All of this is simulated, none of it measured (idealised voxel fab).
Process module in this document: voxel transistor to metal
cross-section cut | 145 nm wide | cells 5 nm
If you're reading a cross-section in this doc, picture square cells in a grid; it comes to you as bands, top ones listed first down to the bottom, and a band can be one or more rows of cells. Within each band entry, the heights of the top and of the bottom of the band appear first, in that order and in nm; the materials of the band then follow from left to right, each with its corresponding width in nm. The designation "everywhere" on a single material indicates that it fills the band from edge to edge; the designation "air" indicates empty space. We count height from 0. Below that, the starting wafer is all one material. The lowest band never ends at the bottom but goes on down; see "0 down" for how that is written. When a width is written as two numbers, as in "30..40", the first number is the width in the top row of cells of the band and the second is the width in its bottom row, and the width changes by the same amount from each row to the next. The cross-section has no changed cell in any step marked "no change occurred". The entry titled "Enclosed voids" provides the empty spaces that have no open way to the top, restricted to those of 8 cells or more. Each is presented as width x height at distance, the distance being measured from the left edge, with all three in nm. That trailing text on a step's line, after the settings, is the simulator's own remark on the step. The setting "overlay nm" may be written on the line of a step. When the step uses a mask, the value reports how far to the right of the planned place the mask lay, and a negative value reports that it lay to the left. Pairs, read this way: before one process step on the one hand, after it on the other, the after cross-section ending at the lowest band that changed; the step between, settings included, beneath. Same starting wafer throughout, but possibly different runs of this module, so no pair continues from the pair above unless its entry headed "Prior to processing" says so.

# Prior to processing
> 0 down: Si everywhere
> Enclosed voids: none

# Cross-Section Thereafter
> 5 to 0: SiO2 everywhere
> Whatever lies below 0 is exactly as it was before.
> Enclosed voids: none
The structure shown above changes from one cross-section to the other through CONFORMAL_DEP [material SiO2] [thk nm 5]

Prior to processing: carried over from the after image of the pair right above.

# Cross-Section Thereafter
> 15 to 5: SiN everywhere
> Whatever lies below 5 is exactly as it was before.
> Enclosed voids: none
The structure shown above changes from one cross-section to the other through CONFORMAL_DEP [material SiN] [thk nm 10]

Prior to processing: carried over from the after image of the pair right above.

# Cross-Section Thereafter
> 15 to 5: air 25  SiN 95  air 25
> Whatever lies below 5 is exactly as it was before.
> Enclosed voids: none
The structure shown above changes from one cross-section to the other through MASKED_ETCH [tone cover] [mask id ACTIVE] [width nm 95] [etch materials SiN] [depth nm 10] [overlay nm 0]

Prior to processing: carried over from the after image of the pair right above.

# Cross-Section Thereafter
> 15 to 5: air 25  SiN 95  air 25
> 5 to 0: air 25  SiO2 95  air 25
> Whatever lies below 0 is exactly as it was before.
> Enclosed voids: none
The structure shown above changes from one cross-section to the other through MASKED_ETCH [tone cover] [mask id ACTIVE] [width nm 95] [etch materials SiO2] [depth nm 5] [overlay nm 0]

Prior to processing: carried over from the after image of the pair right above.

# Cross-Section Thereafter
> 15 to 5: air 25  SiN 95  air 25
> 5 to 0: air 25  SiO2 95  air 25
> 0 to -35: air 25  Si 95  air 25
> Whatever lies below -35 is exactly as it was before.
> Enclosed voids: none
The structure shown above changes from one cross-section to the other through MASKED_ETCH [tone cover] [mask id ACTIVE] [width nm 95] [etch materials Si] [depth nm 35] [overlay nm 0]

Prior to processing: carried over from the after image of the pair right above.

# Cross-Section Thereafter
> 15 to 5: air 25  SiN 95  air 25
> 5 to 0: air 25  SiO2 95  air 25
> 0 to -35: air 25  SiO2 5  Si 85  SiO2 5  air 25
> -35 to -40: SiO2 30  Si 85  SiO2 30
> Whatever lies below -40 is exactly as it was before.
> Enclosed voids: none
The structure shown above changes from one cross-section to the other through OXIDIZE [depth nm 5]

Prior to processing: carried over from the after image of the pair right above.

# Cross-Section Thereafter
> 30 to 15: SiO2 everywhere
> 15 to 5: SiO2 25  SiN 95  SiO2 25
> 5 to 0: SiO2 everywhere
> 0 to -40: SiO2 30  Si 85  SiO2 30
> Whatever lies below -40 is exactly as it was before.
> Enclosed voids: none
The structure shown above changes from one cross-section to the other through FILL_DEP [material SiO2] [thk nm 15]

Prior to processing: carried over from the after image of the pair right above.

# Cross-Section Thereafter
> 15 to 5: SiO2 25  SiN 95  SiO2 25
> Whatever lies below 5 is exactly as it was before.
> Enclosed voids: none
The structure shown above changes from one cross-section to the other through CMP [height nm 15]

Prior to processing: carried over from the after image of the pair right above.

# Cross-Section Thereafter
> 15 to 5: air 25  SiN 95  air 25
> Whatever lies below 5 is exactly as it was before.
> Enclosed voids: none
The structure shown above changes from one cross-section to the other through SELECTIVE_ETCH [etch materials SiO2] [depth nm 10]

Prior to processing: carried over from the after image of the pair right above.

# Cross-Section Thereafter
> 5 to 0: SiO2 everywhere
> Whatever lies below 0 is exactly as it was before.
> Enclosed voids: none
The structure shown above changes from one cross-section to the other through STRIP [etch materials SiN]

Prior to processing: carried over from the after image of the pair right above.

# Cross-Section Thereafter
> 0 to -40: SiO2 30  Si 85  SiO2 30
> Whatever lies below -40 is exactly as it was before.
> Enclosed voids: none
The structure shown above changes from one cross-section to the other through SELECTIVE_ETCH [etch materials SiO2] [depth nm 5]

Prior to processing: carried over from the after image of the pair right above.

# Cross-Section Thereafter
> 0 to -5: SiO2 everywhere
> Whatever lies below -5 is exactly as it was before.
> Enclosed voids: none
The structure shown above changes from one cross-section to the other through OXIDIZE [depth nm 5]

Prior to processing: carried over from the after image of the pair right above.

# Cross-Section Thereafter
> 30 to 0: polySi everywhere
> Whatever lies below 0 is exactly as it was before.
> Enclosed voids: none
The structure shown above changes from one cross-section to the other through DIRECTIONAL_DEP [material polySi] [thk nm 30]

Prior to processing: carried over from the after image of the pair right above.

# Cross-Section Thereafter
> 40 to 30: SiCN everywhere
> Whatever lies below 30 is exactly as it was before.
> Enclosed voids: none
The structure shown above changes from one cross-section to the other through DIRECTIONAL_DEP [material SiCN] [thk nm 10]

Prior to processing: carried over from the after image of the pair right above.

# Cross-Section Thereafter
> 40 to 30: air 60  SiCN 25  air 60
> Whatever lies below 30 is exactly as it was before.
> Enclosed voids: none
The structure shown above changes from one cross-section to the other through MASKED_ETCH [tone cover] [mask id GATE] [width nm 25] [etch materials SiCN] [depth nm 20] [overlay nm 0]

Prior to processing: carried over from the after image of the pair right above.

# Cross-Section Thereafter
> 40 to 30: air 60  SiCN 25  air 60
> 30 to 0: air 60  polySi 25  air 60
> Whatever lies below 0 is exactly as it was before.
> Enclosed voids: none
The structure shown above changes from one cross-section to the other through MASKED_ETCH [tone cover] [mask id GATE] [width nm 25] [etch materials polySi] [depth nm 40] [overlay nm 0]

Prior to processing: carried over from the after image of the pair right above.

# Cross-Section Thereafter
> 45 to 40: air 55  SiN 35  air 55
> 40 to 30: air 55  SiN 5  SiCN 25  SiN 5  air 55
> 30 to 5: air 55  SiN 5  polySi 25  SiN 5  air 55
> 5 to 0: SiN 60  polySi 25  SiN 60
> Whatever lies below 0 is exactly as it was before.
> Enclosed voids: none
The structure shown above changes from one cross-section to the other through CONFORMAL_DEP [material SiN] [thk nm 5]

Prior to processing: carried over from the after image of the pair right above.

# Cross-Section Thereafter
> 40 to 30: air 55  SiN 5  SiCN 25  SiN 5  air 55
> 30 to 0: air 55  SiN 5  polySi 25  SiN 5  air 55
> Whatever lies below 0 is exactly as it was before.
> Enclosed voids: none
The structure shown above changes from one cross-section to the other through DIRECTIONAL_ETCH [etch materials SiN] [depth nm 5]

Prior to processing: carried over from the after image of the pair right above.

# Cross-Section Thereafter
> 40 to 30: air 55  SiN 5  SiCN 25  SiN 5  air 55
> 30 to 0: air 55  SiN 5  polySi 25  SiN 5  air 55
> 0 to -5: air 55  SiO2 35  air 55
> Whatever lies below -5 is exactly as it was before.
> Enclosed voids: none
The structure shown above changes from one cross-section to the other through DIRECTIONAL_ETCH [etch materials SiO2] [depth nm 5]

Prior to processing: carried over from the after image of the pair right above.

# Cross-Section Thereafter
> 40 to 30: air 55  SiN 5  SiCN 25  SiN 5  air 55
> 30 to 0: air 55  SiN 5  polySi 25  SiN 5  air 55
> 0 to -5: air 25  SiGe 30  SiO2 35  SiGe 30  air 25
> Whatever lies below -5 is exactly as it was before.
> Enclosed voids: none
The structure shown above changes from one cross-section to the other through EPI [material SiGe] [thk nm 5]

Prior to processing: carried over from the after image of the pair right above.

# Cross-Section Thereafter
> 45 to 40: SiO2 everywhere
> 40 to 30: SiO2 55  SiN 5  SiCN 25  SiN 5  SiO2 55
> 30 to 0: SiO2 55  SiN 5  polySi 25  SiN 5  SiO2 55
> 0 to -5: SiO2 25  SiGe 30  SiO2 35  SiGe 30  SiO2 25
> Whatever lies below -5 is exactly as it was before.
> Enclosed voids: none
The structure shown above changes from one cross-section to the other through FILL_DEP [material SiO2] [thk nm 5]

Prior to processing: carried over from the after image of the pair right above.

# Cross-Section Thereafter
> 40 to 30: SiO2 55  SiN 5  SiCN 25  SiN 5  SiO2 55
> Whatever lies below 30 is exactly as it was before.
> Enclosed voids: none
The structure shown above changes from one cross-section to the other through CMP [height nm 40]

Prior to processing: carried over from the after image of the pair right above.

# Cross-Section Thereafter
> 50 to 40: SiO2 everywhere
> Whatever lies below 40 is exactly as it was before.
> Enclosed voids: none
The structure shown above changes from one cross-section to the other through DIRECTIONAL_DEP [material SiO2] [thk nm 10]

Prior to processing: carried over from the after image of the pair right above.

# Cross-Section Thereafter
> 70 to 50: resist 30  air 15  resist 55  air 15  resist 30
> Whatever lies below 50 is exactly as it was before.
> Enclosed voids: none
The structure shown above changes from one cross-section to the other through PATTERN [tone open] [mask id CONTACT] [material resist] [width nm 15] [pitch nm 70] [thk nm 20] [overlay nm 0]

Prior to processing: carried over from the after image of the pair right above.

# Cross-Section Thereafter
> 70 to 50: resist 30  air 15  resist 55  air 15  resist 30
> 50 to 40: SiO2 30  air 15  SiO2 55  air 15  SiO2 30
> 40 to 30: SiO2 30  air 15  SiO2 10  SiN 5  SiCN 25  SiN 5  SiO2 10  air 15  SiO2 30
> 30 to 0: SiO2 30  air 15  SiO2 10  SiN 5  polySi 25  SiN 5  SiO2 10  air 15  SiO2 30
> Whatever lies below 0 is exactly as it was before.
> Enclosed voids: none
The structure shown above changes from one cross-section to the other through DIRECTIONAL_ETCH [etch materials SiO2] [depth nm 50]

Prior to processing: carried over from the after image of the pair right above.

# Cross-Section Thereafter
> 50 to 40: SiO2 30  air 15  SiO2 55  air 15  SiO2 30
> Whatever lies below 40 is exactly as it was before.
> Enclosed voids: none
The structure shown above changes from one cross-section to the other through STRIP [etch materials resist]

Prior to processing: carried over from the after image of the pair right above.

# Cross-Section Thereafter
> 55 to 50: TiN 35  air 5  TiN 65  air 5  TiN 35
> 50 to 40: SiO2 30  TiN 5  air 5  TiN 5  SiO2 55  TiN 5  air 5  TiN 5  SiO2 30
> 40 to 30: SiO2 30  TiN 5  air 5  TiN 5  SiO2 10  SiN 5  SiCN 25  SiN 5  SiO2 10  TiN 5  air 5  TiN 5  SiO2 30
> 30 to 5: SiO2 30  TiN 5  air 5  TiN 5  SiO2 10  SiN 5  polySi 25  SiN 5  SiO2 10  TiN 5  air 5  TiN 5  SiO2 30
> 5 to 0: SiO2 30  TiN 15  SiO2 10  SiN 5  polySi 25  SiN 5  SiO2 10  TiN 15  SiO2 30
> Whatever lies below 0 is exactly as it was before.
> Enclosed voids: none
The structure shown above changes from one cross-section to the other through CONFORMAL_DEP [material TiN] [thk nm 5]

Prior to processing: carried over from the after image of the pair right above.

# Cross-Section Thereafter
> 65 to 55: W everywhere
> 55 to 50: TiN 35  W 5  TiN 65  W 5  TiN 35
> 50 to 40: SiO2 30  TiN 5  W 5  TiN 5  SiO2 55  TiN 5  W 5  TiN 5  SiO2 30
> 40 to 30: SiO2 30  TiN 5  W 5  TiN 5  SiO2 10  SiN 5  SiCN 25  SiN 5  SiO2 10  TiN 5  W 5  TiN 5  SiO2 30
> 30 to 5: SiO2 30  TiN 5  W 5  TiN 5  SiO2 10  SiN 5  polySi 25  SiN 5  SiO2 10  TiN 5  W 5  TiN 5  SiO2 30
> Whatever lies below 5 is exactly as it was before.
> Enclosed voids: none
The structure shown above changes from one cross-section to the other through FILL_DEP [material W] [thk nm 10]

Prior to processing: carried over from the after image of the pair right above.

# Cross-Section Thereafter
> 50 to 40: SiO2 30  TiN 5  W 5  TiN 5  SiO2 55  TiN 5  W 5  TiN 5  SiO2 30
> Whatever lies below 40 is exactly as it was before.
> Enclosed voids: none
The structure shown above changes from one cross-section to the other through CMP [height nm 50]

Prior to processing: carried over from the after image of the pair right above.

# Cross-Section Thereafter
> 55 to 50: SiCN everywhere
> Whatever lies below 50 is exactly as it was before.
> Enclosed voids: none
The structure shown above changes from one cross-section to the other through CONFORMAL_DEP [material SiCN] [thk nm 5]

Prior to processing: carried over from the after image of the pair right above.

# Cross-Section Thereafter
> 80 to 55: lowk everywhere
> Whatever lies below 55 is exactly as it was before.
> Enclosed voids: none
The structure shown above changes from one cross-section to the other through DIRECTIONAL_DEP [material lowk] [thk nm 25]

Prior to processing: carried over from the after image of the pair right above.

# Cross-Section Thereafter
> 95 to 80: aC everywhere
> Whatever lies below 80 is exactly as it was before.
> Enclosed voids: none
The structure shown above changes from one cross-section to the other through DIRECTIONAL_DEP [material aC] [thk nm 15]

Prior to processing: carried over from the after image of the pair right above.

# Cross-Section Thereafter
> 125 to 95: resist 30  air 15  resist 55  air 15  resist 30
> Whatever lies below 95 is exactly as it was before.
> Enclosed voids: none
The structure shown above changes from one cross-section to the other through PATTERN [tone open] [mask id METAL_1] [material resist] [width nm 15] [pitch nm 70] [thk nm 30] [overlay nm 0]

Prior to processing: carried over from the after image of the pair right above.

# Cross-Section Thereafter
> 110 to 95: resist 30  air 15  resist 55  air 15  resist 30
> 95 to 80: aC 30  air 15  aC 55  air 15  aC 30
> Whatever lies below 80 is exactly as it was before.
> Enclosed voids: none
The structure shown above changes from one cross-section to the other through DIRECTIONAL_ETCH [etch materials aC] [depth nm 15]

Prior to processing: carried over from the after image of the pair right above.

# Cross-Section Thereafter
> 95 to 80: aC 30  air 15  aC 55  air 15  aC 30
> Whatever lies below 80 is exactly as it was before.
> Enclosed voids: none
The structure shown above changes from one cross-section to the other through STRIP [etch materials resist]

Prior to processing: carried over from the after image of the pair right above.

# Cross-Section Thereafter
> 95 to 80: aC 30  air 15  aC 55  air 15  aC 30
> 80 to 55: lowk 30  air 15  lowk 55  air 15  lowk 30
> Whatever lies below 55 is exactly as it was before.
> Enclosed voids: none
The structure shown above changes from one cross-section to the other through DIRECTIONAL_ETCH [etch materials lowk] [depth nm 25]

Prior to processing: carried over from the after image of the pair right above.

# Cross-Section Thereafter
> 95 to 80: aC 30  air 15  aC 55  air 15  aC 30
> 80 to 55: lowk 30  air 15  lowk 55  air 15  lowk 30
> 55 to 50: SiCN 30  air 15  SiCN 55  air 15  SiCN 30
> Whatever lies below 50 is exactly as it was before.
> Enclosed voids: none
The structure shown above changes from one cross-section to the other through DIRECTIONAL_ETCH [etch materials SiCN] [depth nm 5]

Prior to processing: carried over from the after image of the pair right above.

# Cross-Section Thereafter
> 80 to 55: lowk 30  air 15  lowk 55  air 15  lowk 30
> Whatever lies below 55 is exactly as it was before.
> Enclosed voids: none
The structure shown above changes from one cross-section to the other through STRIP [etch materials aC]

Prior to processing: carried over from the after image of the pair right above.

# Cross-Section Thereafter
> 85 to 80: TiN 35  air 5  TiN 65  air 5  TiN 35
> 80 to 55: lowk 30  TiN 5  air 5  TiN 5  lowk 55  TiN 5  air 5  TiN 5  lowk 30
> 55 to 50: SiCN 30  TiN 15  SiCN 55  TiN 15  SiCN 30
> Whatever lies below 50 is exactly as it was before.
> Enclosed voids: none
The structure shown above changes from one cross-section to the other through CONFORMAL_DEP [material TiN] [thk nm 5]

Prior to processing: carried over from the after image of the pair right above.

# Cross-Section Thereafter
> 95 to 85: Ru everywhere
> 85 to 80: TiN 35  Ru 5  TiN 65  Ru 5  TiN 35
> 80 to 55: lowk 30  TiN 5  Ru 5  TiN 5  lowk 55  TiN 5  Ru 5  TiN 5  lowk 30
> Whatever lies below 55 is exactly as it was before.
> Enclosed voids: none
The structure shown above changes from one cross-section to the other through FILL_DEP [material Ru] [thk nm 10]

Prior to processing: carried over from the after image of the pair right above.

# Cross-Section Thereafter
> 80 to 55: lowk 30  TiN 5  Ru 5  TiN 5  lowk 55  TiN 5  Ru 5  TiN 5  lowk 30
> Whatever lies below 55 is exactly as it was before.
> Enclosed voids: none
The structure shown above changes from one cross-section to the other through CMP [height nm 80]

Prior to processing: carried over from the after image of the pair right above.

# Cross-Section Thereafter
> 85 to 80: SiCN everywhere
> Whatever lies below 80 is exactly as it was before.
> Enclosed voids: none
The structure shown above changes from one cross-section to the other through CONFORMAL_DEP [material SiCN] [thk nm 5]

Prior to processing: carried over from the after image of the pair right above.

# Cross-Section Thereafter
> 120 to 85: lowk everywhere
> Whatever lies below 85 is exactly as it was before.
> Enclosed voids: none
The structure shown above changes from one cross-section to the other through DIRECTIONAL_DEP [material lowk] [thk nm 35]

Prior to processing: carried over from the after image of the pair right above.

# Cross-Section Thereafter
> 135 to 120: resist 30  air 15  resist 55  air 15  resist 30
> Whatever lies below 120 is exactly as it was before.
> Enclosed voids: none
The structure shown above changes from one cross-section to the other through PATTERN [tone open] [mask id METAL_2] [material resist] [width nm 15] [pitch nm 70] [thk nm 15] [overlay nm 0]

Prior to processing: carried over from the after image of the pair right above.

# Cross-Section Thereafter
> 135 to 120: resist 30  air 15  resist 55  air 15  resist 30
> 120 to 100: lowk 30  air 15  lowk 55  air 15  lowk 30
> Whatever lies below 100 is exactly as it was before.
> Enclosed voids: none
The structure shown above changes from one cross-section to the other through DIRECTIONAL_ETCH [etch materials lowk] [depth nm 20]

Prior to processing: carried over from the after image of the pair right above.

# Cross-Section Thereafter
> 120 to 100: lowk 30  air 15  lowk 55  air 15  lowk 30
> Whatever lies below 100 is exactly as it was before.
> Enclosed voids: none
The structure shown above changes from one cross-section to the other through STRIP [etch materials resist]

Prior to processing: carried over from the after image of the pair right above.

# Cross-Section Thereafter
> 120 to 85: lowk 30  air 15  lowk 55  air 15  lowk 30
> Whatever lies below 85 is exactly as it was before.
> Enclosed voids: none
The structure shown above changes from one cross-section to the other through MASKED_ETCH [tone open] [mask id METAL_2_HOLES] [width nm 15] [pitch nm 70] [etch materials lowk] [depth nm 15] [overlay nm 0]

Prior to processing: carried over from the after image of the pair right above.

# Cross-Section Thereafter
> 120 to 85: lowk 30  air 15  lowk 55  air 15  lowk 30
> 85 to 80: SiCN 30  air 15  SiCN 55  air 15  SiCN 30
> Whatever lies below 80 is exactly as it was before.
> Enclosed voids: none
The structure shown above changes from one cross-section to the other through MASKED_ETCH [tone open] [mask id METAL_2_HOLES] [width nm 15] [pitch nm 70] [etch materials SiCN] [depth nm 5] [overlay nm 0]

Prior to processing: carried over from the after image of the pair right above.

# Cross-Section Thereafter
> 125 to 120: TiN 35  air 5  TiN 65  air 5  TiN 35
> 120 to 85: lowk 30  TiN 5  air 5  TiN 5  lowk 55  TiN 5  air 5  TiN 5  lowk 30
> 85 to 80: SiCN 30  TiN 15  SiCN 55  TiN 15  SiCN 30
> Whatever lies below 80 is exactly as it was before.
> Enclosed voids: none
The structure shown above changes from one cross-section to the other through CONFORMAL_DEP [material TiN] [thk nm 5]

Prior to processing: carried over from the after image of the pair right above.

# Cross-Section Thereafter
> 135 to 125: Ru everywhere
> 125 to 120: TiN 35  Ru 5  TiN 65  Ru 5  TiN 35
> 120 to 85: lowk 30  TiN 5  Ru 5  TiN 5  lowk 55  TiN 5  Ru 5  TiN 5  lowk 30
> Whatever lies below 85 is exactly as it was before.
> Enclosed voids: none
The structure shown above changes from one cross-section to the other through FILL_DEP [material Ru] [thk nm 10]

Prior to processing: carried over from the after image of the pair right above.

# Cross-Section Thereafter
> 120 to 85: lowk 30  TiN 5  Ru 5  TiN 5  lowk 55  TiN 5  Ru 5  TiN 5  lowk 30
> Whatever lies below 85 is exactly as it was before.
> Enclosed voids: none
The structure shown above changes from one cross-section to the other through CMP [height nm 120]

Prior to processing: carried over from the after image of the pair right above.

# Cross-Section Thereafter
> 125 to 120: SiN everywhere
> Whatever lies below 120 is exactly as it was before.
> Enclosed voids: none
The structure shown above changes from one cross-section to the other through CONFORMAL_DEP [material SiN] [thk nm 5]

# Prior to processing
> 95 to 85: Ru everywhere
> 85 to 80: TiN 35  Ru 5  TiN 65  Ru 5  TiN 35
> 80 to 55: lowk 30  TiN 5  Ru 5  TiN 5  lowk 55  TiN 5  Ru 5  TiN 5  lowk 30
> 55 to 50: SiCN 30  TiN 15  SiCN 55  TiN 15  SiCN 30
> 50 to 40: SiO2 30  TiN 5  W 5  TiN 5  SiO2 55  TiN 5  W 5  TiN 5  SiO2 30
> 40 to 30: SiO2 30  TiN 5  W 5  TiN 5  SiO2 10  SiN 5  SiCN 25  SiN 5  SiO2 10  TiN 5  W 5  TiN 5  SiO2 30
> 30 to 5: SiO2 30  TiN 5  W 5  TiN 5  SiO2 10  SiN 5  polySi 25  SiN 5  SiO2 10  TiN 5  W 5  TiN 5  SiO2 30
> 5 to 0: SiO2 30  TiN 15  SiO2 10  SiN 5  polySi 25  SiN 5  SiO2 10  TiN 15  SiO2 30
> 0 to -5: SiO2 25  SiGe 30  SiO2 35  SiGe 30  SiO2 25
> -5 to -40: SiO2 30  Si 85  SiO2 30
> -40 down: Si everywhere
> Enclosed voids: none

# Cross-Section Thereafter
> 100 to 95: SiCN everywhere
> Whatever lies below 95 is exactly as it was before.
> Enclosed voids: none
The structure shown above changes from one cross-section to the other through CONFORMAL_DEP [material SiCN] [thk nm 5]

Prior to processing: carried over from the after image of the pair right above.

# Cross-Section Thereafter
> 135 to 100: lowk everywhere
> Whatever lies below 100 is exactly as it was before.
> Enclosed voids: none
The structure shown above changes from one cross-section to the other through DIRECTIONAL_DEP [material lowk] [thk nm 35]

Prior to processing: carried over from the after image of the pair right above.

# Cross-Section Thereafter
> 150 to 135: resist 30  air 15  resist 55  air 15  resist 30
> Whatever lies below 135 is exactly as it was before.
> Enclosed voids: none
The structure shown above changes from one cross-section to the other through PATTERN [tone open] [mask id METAL_2] [material resist] [width nm 15] [pitch nm 70] [thk nm 15] [overlay nm 0]

Prior to processing: carried over from the after image of the pair right above.

# Cross-Section Thereafter
> 150 to 135: resist 30  air 15  resist 55  air 15  resist 30
> 135 to 115: lowk 30  air 15  lowk 55  air 15  lowk 30
> Whatever lies below 115 is exactly as it was before.
> Enclosed voids: none
The structure shown above changes from one cross-section to the other through DIRECTIONAL_ETCH [etch materials lowk] [depth nm 20]

Prior to processing: carried over from the after image of the pair right above.

# Cross-Section Thereafter
> 135 to 115: lowk 30  air 15  lowk 55  air 15  lowk 30
> Whatever lies below 115 is exactly as it was before.
> Enclosed voids: none
The structure shown above changes from one cross-section to the other through STRIP [etch materials resist]

Prior to processing: carried over from the after image of the pair right above.

# Cross-Section Thereafter
> 135 to 100: lowk 30  air 15  lowk 55  air 15  lowk 30
> Whatever lies below 100 is exactly as it was before.
> Enclosed voids: none
The structure shown above changes from one cross-section to the other through MASKED_ETCH [tone open] [mask id METAL_2_HOLES] [width nm 15] [pitch nm 70] [etch materials lowk] [depth nm 15] [overlay nm 0]

Prior to processing: carried over from the after image of the pair right above.

# Cross-Section Thereafter
> 135 to 100: lowk 30  air 15  lowk 55  air 15  lowk 30
> 100 to 95: SiCN 30  air 15  SiCN 55  air 15  SiCN 30
> Whatever lies below 95 is exactly as it was before.
> Enclosed voids: none
The structure shown above changes from one cross-section to the other through MASKED_ETCH [tone open] [mask id METAL_2_HOLES] [width nm 15] [pitch nm 70] [etch materials SiCN] [depth nm 5] [overlay nm 0]

Prior to processing: carried over from the after image of the pair right above.

# Cross-Section Thereafter
> 140 to 135: TiN 35  air 5  TiN 65  air 5  TiN 35
> 135 to 100: lowk 30  TiN 5  air 5  TiN 5  lowk 55  TiN 5  air 5  TiN 5  lowk 30
> 100 to 95: SiCN 30  TiN 15  SiCN 55  TiN 15  SiCN 30
> Whatever lies below 95 is exactly as it was before.
> Enclosed voids: none
The structure shown above changes from one cross-section to the other through CONFORMAL_DEP [material TiN] [thk nm 5]

Prior to processing: carried over from the after image of the pair right above.

# Cross-Section Thereafter
> 150 to 140: Ru everywhere
> 140 to 135: TiN 35  Ru 5  TiN 65  Ru 5  TiN 35
> 135 to 100: lowk 30  TiN 5  Ru 5  TiN 5  lowk 55  TiN 5  Ru 5  TiN 5  lowk 30
> Whatever lies below 100 is exactly as it was before.
> Enclosed voids: none
The structure shown above changes from one cross-section to the other through FILL_DEP [material Ru] [thk nm 10]

Prior to processing: carried over from the after image of the pair right above.

# Cross-Section Thereafter
> 120 to 100: lowk 30  TiN 5  Ru 5  TiN 5  lowk 55  TiN 5  Ru 5  TiN 5  lowk 30
> Whatever lies below 100 is exactly as it was before.
> Enclosed voids: none
The structure shown above changes from one cross-section to the other through CMP [height nm 120]

Prior to processing: carried over from the after image of the pair right above.

# Cross-Section Thereafter
> 125 to 120: SiN everywhere
> Whatever lies below 120 is exactly as it was before.
> Enclosed voids: none
The structure shown above changes from one cross-section to the other through CONFORMAL_DEP [material SiN] [thk nm 5]

# Prior to processing
> 15 to 5: air 25  SiN 95  air 25
> 5 to 0: air 25  SiO2 95  air 25
> 0 to -35: air 25  Si 95  air 25
> -35 down: Si everywhere
> Enclosed voids: none

# Cross-Section Thereafter
> 15 to 5: air 25  SiN 95  air 25
> 5 to 0: air 25  SiO2 95  air 25
> 0 to -70: air 25  Si 95  air 25
> Whatever lies below -70 is exactly as it was before.
> Enclosed voids: none
The structure shown above changes from one cross-section to the other through MASKED_ETCH [tone cover] [mask id ACTIVE] [width nm 95] [etch materials Si] [depth nm 35] [overlay nm 0]

Prior to processing: carried over from the after image of the pair right above.

# Cross-Section Thereafter
> 15 to 5: air 25  SiN 95  air 25
> 5 to 0: air 25  SiO2 95  air 25
> 0 to -70: air 25  SiO2 5  Si 85  SiO2 5  air 25
> -70 to -75: SiO2 30  Si 85  SiO2 30
> Whatever lies below -75 is exactly as it was before.
> Enclosed voids: none
The structure shown above changes from one cross-section to the other through OXIDIZE [depth nm 5]

Prior to processing: carried over from the after image of the pair right above.

# Cross-Section Thereafter
> 30 to 15: SiO2 everywhere
> 15 to 5: SiO2 25  SiN 95  SiO2 25
> 5 to 0: SiO2 everywhere
> 0 to -75: SiO2 30  Si 85  SiO2 30
> Whatever lies below -75 is exactly as it was before.
> Enclosed voids: none
The structure shown above changes from one cross-section to the other through FILL_DEP [material SiO2] [thk nm 15]

Prior to processing: carried over from the after image of the pair right above.

# Cross-Section Thereafter
> 15 to 5: SiO2 25  SiN 95  SiO2 25
> Whatever lies below 5 is exactly as it was before.
> Enclosed voids: none
The structure shown above changes from one cross-section to the other through CMP [height nm 15]

Prior to processing: carried over from the after image of the pair right above.

# Cross-Section Thereafter
> 15 to 5: air 25  SiN 95  air 25
> Whatever lies below 5 is exactly as it was before.
> Enclosed voids: none
The structure shown above changes from one cross-section to the other through SELECTIVE_ETCH [etch materials SiO2] [depth nm 10]

Prior to processing: carried over from the after image of the pair right above.

# Cross-Section Thereafter
> 5 to 0: SiO2 everywhere
> Whatever lies below 0 is exactly as it was before.
> Enclosed voids: none
The structure shown above changes from one cross-section to the other through STRIP [etch materials SiN]

Prior to processing: carried over from the after image of the pair right above.

# Cross-Section Thereafter
> 0 to -75: SiO2 30  Si 85  SiO2 30
> Whatever lies below -75 is exactly as it was before.
> Enclosed voids: none
The structure shown above changes from one cross-section to the other through SELECTIVE_ETCH [etch materials SiO2] [depth nm 5]

Prior to processing: carried over from the after image of the pair right above.

# Cross-Section Thereafter
> 0 to -5: SiO2 everywhere
> Whatever lies below -5 is exactly as it was before.
> Enclosed voids: none
The structure shown above changes from one cross-section to the other through OXIDIZE [depth nm 5]

Prior to processing: carried over from the after image of the pair right above.

# Cross-Section Thereafter
> 30 to 0: polySi everywhere
> Whatever lies below 0 is exactly as it was before.
> Enclosed voids: none
The structure shown above changes from one cross-section to the other through DIRECTIONAL_DEP [material polySi] [thk nm 30]

Prior to processing: carried over from the after image of the pair right above.

# Cross-Section Thereafter
> 40 to 30: SiCN everywhere
> Whatever lies below 30 is exactly as it was before.
> Enclosed voids: none
The structure shown above changes from one cross-section to the other through DIRECTIONAL_DEP [material SiCN] [thk nm 10]

Prior to processing: carried over from the after image of the pair right above.

# Cross-Section Thereafter
> 40 to 30: air 60  SiCN 25  air 60
> Whatever lies below 30 is exactly as it was before.
> Enclosed voids: none
The structure shown above changes from one cross-section to the other through MASKED_ETCH [tone cover] [mask id GATE] [width nm 25] [etch materials SiCN] [depth nm 20] [overlay nm 0]

Prior to processing: carried over from the after image of the pair right above.

# Cross-Section Thereafter
> 40 to 30: air 60  SiCN 25  air 60
> 30 to 0: air 60  polySi 25  air 60
> Whatever lies below 0 is exactly as it was before.
> Enclosed voids: none
The structure shown above changes from one cross-section to the other through MASKED_ETCH [tone cover] [mask id GATE] [width nm 25] [etch materials polySi] [depth nm 40] [overlay nm 0]

Prior to processing: carried over from the after image of the pair right above.

# Cross-Section Thereafter
> 45 to 40: air 55  SiN 35  air 55
> 40 to 30: air 55  SiN 5  SiCN 25  SiN 5  air 55
> 30 to 5: air 55  SiN 5  polySi 25  SiN 5  air 55
> 5 to 0: SiN 60  polySi 25  SiN 60
> Whatever lies below 0 is exactly as it was before.
> Enclosed voids: none
The structure shown above changes from one cross-section to the other through CONFORMAL_DEP [material SiN] [thk nm 5]

Prior to processing: carried over from the after image of the pair right above.

# Cross-Section Thereafter
> 40 to 30: air 55  SiN 5  SiCN 25  SiN 5  air 55
> 30 to 0: air 55  SiN 5  polySi 25  SiN 5  air 55
> Whatever lies below 0 is exactly as it was before.
> Enclosed voids: none
The structure shown above changes from one cross-section to the other through DIRECTIONAL_ETCH [etch materials SiN] [depth nm 5]

Prior to processing: carried over from the after image of the pair right above.

# Cross-Section Thereafter
> 40 to 30: air 55  SiN 5  SiCN 25  SiN 5  air 55
> 30 to 0: air 55  SiN 5  polySi 25  SiN 5  air 55
> 0 to -5: air 55  SiO2 35  air 55
> Whatever lies below -5 is exactly as it was before.
> Enclosed voids: none
The structure shown above changes from one cross-section to the other through DIRECTIONAL_ETCH [etch materials SiO2] [depth nm 5]
